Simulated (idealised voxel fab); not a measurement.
This section sets out a process module, namely voxel gate over fins.
Square cell edge 5 nm, section width 250 nm, ID cut.
Cross-section = grid of square cells, listed top down in bands; band = one or more rows.
Basically the band line says how high the top is and how high the bottom is, in nm, and then what's in it from left to right, every material with its width in nm. Empty space shows up as "empty", and if a single material carries "throughout" it runs the full band edge to edge.
Basically, 0 is our baseline, since under it the wafer straight out of the box is all one material. The bottom band has no lower end and keeps on going down, so it looks like "top 0, no bottom".
You'd read "30 to 40" like this: the band's top row of cells is as wide as the first number, its bottom row is as wide as the second, and going down, every row changes width by the same amount as the row before did.
Any step labelled "stayed the same" changed none of the cells in the cross-section.
Any empty space of 8 cells or more lacking an open way to the top shows up in "Closed empty spaces" as width x height at distance, distance from the left edge, in nm.
Heads up: the bit after the settings on a step's line is the simulator's remark on that step.
On any step carrying a mask, the "overlay nm" setting, if present on the step's line, tells how far right of its planned place the mask lay; negative values point to the left.
# List of planned process steps
1,op RECEIVE | material Si
2,op CONFORMAL_DEP | material SiN | thk nm 5
3,op MASKED_ETCH | tone cover | mask id FINS | width nm 15 | pitch nm 55 | etch materials SiN | depth nm 5 | overlay nm 0
4,op MASKED_ETCH | tone cover | mask id FINS | width nm 15 | pitch nm 55 | etch materials Si | depth nm 40 | overlay nm 0
5,op OXIDIZE | depth nm 5
6,op FILL_DEP | material SiO2 | thk nm 15
7,op CMP | height nm 5
8,op MASKED_ETCH | tone open | mask id RAIL | width nm 15 | etch materials SiO2 | depth nm 40 | overlay nm 0
9,op CONFORMAL_DEP | material TiN | thk nm 5
10,op FILL_DEP | material W | thk nm 10
11,op CMP | height nm 5
12,op SELECTIVE_ETCH | etch materials W Ru TiN | depth nm 30
13,op FILL_DEP | material SiO2 | thk nm 5
14,op CMP | height nm 5
15,op SELECTIVE_ETCH | etch materials SiO2 | depth nm 10
16,op STRIP | etch materials SiN
17,op CONFORMAL_DEP | material HfO2 | thk nm 5
18,op CONFORMAL_DEP | material TiN | thk nm 5
19,op FILL_DEP | material W | thk nm 10
20,op CMP | height nm 15
21,op CONFORMAL_DEP | material SiN | thk nm 5
Among the wafers covered here, the point of difference is the depth nm at step 15; their starting state is shared, and the plan presents the value of the first wafer.
# The first of several wafers in cross-section, exactly as it reached us after step 1
- top 0, no bottom = Si throughout
- Closed empty spaces: none
# Here's the first of several wafers in cross-section, end of the module, after the last step, step 21
- top 20, bottom 15 = SiN throughout
- top 15, bottom 10 = W throughout
- top 10, bottom 5 = W: 30, TiN: 25, W: 30, TiN: 25, W: 30, TiN: 25, W: 30, TiN: 25, W: 30
- top 5, bottom 0 = TiN: 35, HfO2: 15, TiN: 40, HfO2: 15, TiN: 40, HfO2: 15, TiN: 40, HfO2: 15, TiN: 35
- top 0, bottom -5 = HfO2: 40, Si: 5, HfO2: 50, Si: 5, HfO2: 50, Si: 5, HfO2: 50, Si: 5, HfO2: 40
- top -5, bottom -25 = SiO2: 40, Si: 5, SiO2: 50, Si: 5, SiO2: 50, Si: 5, SiO2: 50, Si: 5, SiO2: 40
- top -25, bottom -30 = SiO2: 40, Si: 5, SiO2: 15, TiN: 5, W: 5, TiN: 5, SiO2: 20, Si: 5, SiO2: 50, Si: 5, SiO2: 50, Si: 5, SiO2: 40
- top -30, bottom -35 = SiO2: 40, Si: 5, SiO2: 15, TiN: 15, SiO2: 20, Si: 5, SiO2: 50, Si: 5, SiO2: 50, Si: 5, SiO2: 40
- top -35, bottom -45 = SiO2: 40, Si: 5, SiO2: 50, Si: 5, SiO2: 50, Si: 5, SiO2: 50, Si: 5, SiO2: 40
- top -45, no bottom = Si throughout
- Closed empty spaces: none
# Cross-section of the final wafer among several, taken at the end of the module
- top 20, bottom 15 = SiN throughout
- top 15, bottom 10 = W throughout
- top 10, bottom 5 = W: 30, TiN: 25, W: 30, TiN: 25, W: 30, TiN: 25, W: 30, TiN: 25, W: 30
- top 5, bottom 0 = W: 30, TiN: 5, HfO2: 15, TiN: 5, W: 30, TiN: 5, HfO2: 15, TiN: 5, W: 30, TiN: 5, HfO2: 15, TiN: 5, W: 30, TiN: 5, HfO2: 15, TiN: 5, W: 30
- top 0, bottom -15 = W: 30, TiN: 5, HfO2: 5, Si: 5, HfO2: 5, TiN: 5, W: 30, TiN: 5, HfO2: 5, Si: 5, HfO2: 5, TiN: 5, W: 30, TiN: 5, HfO2: 5, Si: 5, HfO2: 5, TiN: 5, W: 30, TiN: 5, HfO2: 5, Si: 5, HfO2: 5, TiN: 5, W: 30
- top -15, bottom -20 = W: 30, TiN: 5, HfO2: 5, Si: 5, HfO2: 5, TiN: 40, HfO2: 5, Si: 5, HfO2: 5, TiN: 5, W: 30, TiN: 5, HfO2: 5, Si: 5, HfO2: 5, TiN: 5, W: 30, TiN: 5, HfO2: 5, Si: 5, HfO2: 5, TiN: 5, W: 30
- top -20, bottom -25 = TiN: 35, HfO2: 5, Si: 5, HfO2: 5, TiN: 5, HfO2: 25, TiN: 10, HfO2: 5, Si: 5, HfO2: 5, TiN: 40, HfO2: 5, Si: 5, HfO2: 5, TiN: 40, HfO2: 5, Si: 5, HfO2: 5, TiN: 35
- top -25, bottom -30 = HfO2: 40, Si: 5, HfO2: 15, TiN: 5, W: 5, TiN: 5, HfO2: 20, Si: 5, HfO2: 50, Si: 5, HfO2: 50, Si: 5, HfO2: 40
- top -30, bottom -35 = SiO2: 40, Si: 5, SiO2: 15, TiN: 15, SiO2: 20, Si: 5, SiO2: 50, Si: 5, SiO2: 50, Si: 5, SiO2: 40
- top -35, bottom -45 = SiO2: 40, Si: 5, SiO2: 50, Si: 5, SiO2: 50, Si: 5, SiO2: 50, Si: 5, SiO2: 40
- top -45, no bottom = Si throughout
- Closed empty spaces: none
# Tabulated below, wafer by wafer, are the end-of-module results: for each material, the number of cells gained (+) or lost (-) relative to the as-received state, followed by the closed voids
depth nm 10 | +58 HfO2 | -414 Si | +50 SiN | +362 SiO2 | +63 TiN | +81 W | Closed empty spaces: none
depth nm 15 | +66 HfO2 | -414 Si | +50 SiN | +316 SiO2 | +71 TiN | +111 W | Closed empty spaces: none
depth nm 20 | +74 HfO2 | -414 Si | +50 SiN | +270 SiO2 | +79 TiN | +141 W | Closed empty spaces: none
depth nm 25 | +82 HfO2 | -414 Si | +50 SiN | +224 SiO2 | +87 TiN | +171 W | Closed empty spaces: none
depth nm 30 | +90 HfO2 | -414 Si | +50 SiN | +178 SiO2 | +95 TiN | +201 W | Closed empty spaces: none
depth nm 35 | +100 HfO2 | -414 Si | +50 SiN | +135 SiO2 | +104 TiN | +225 W | Closed empty spaces: none
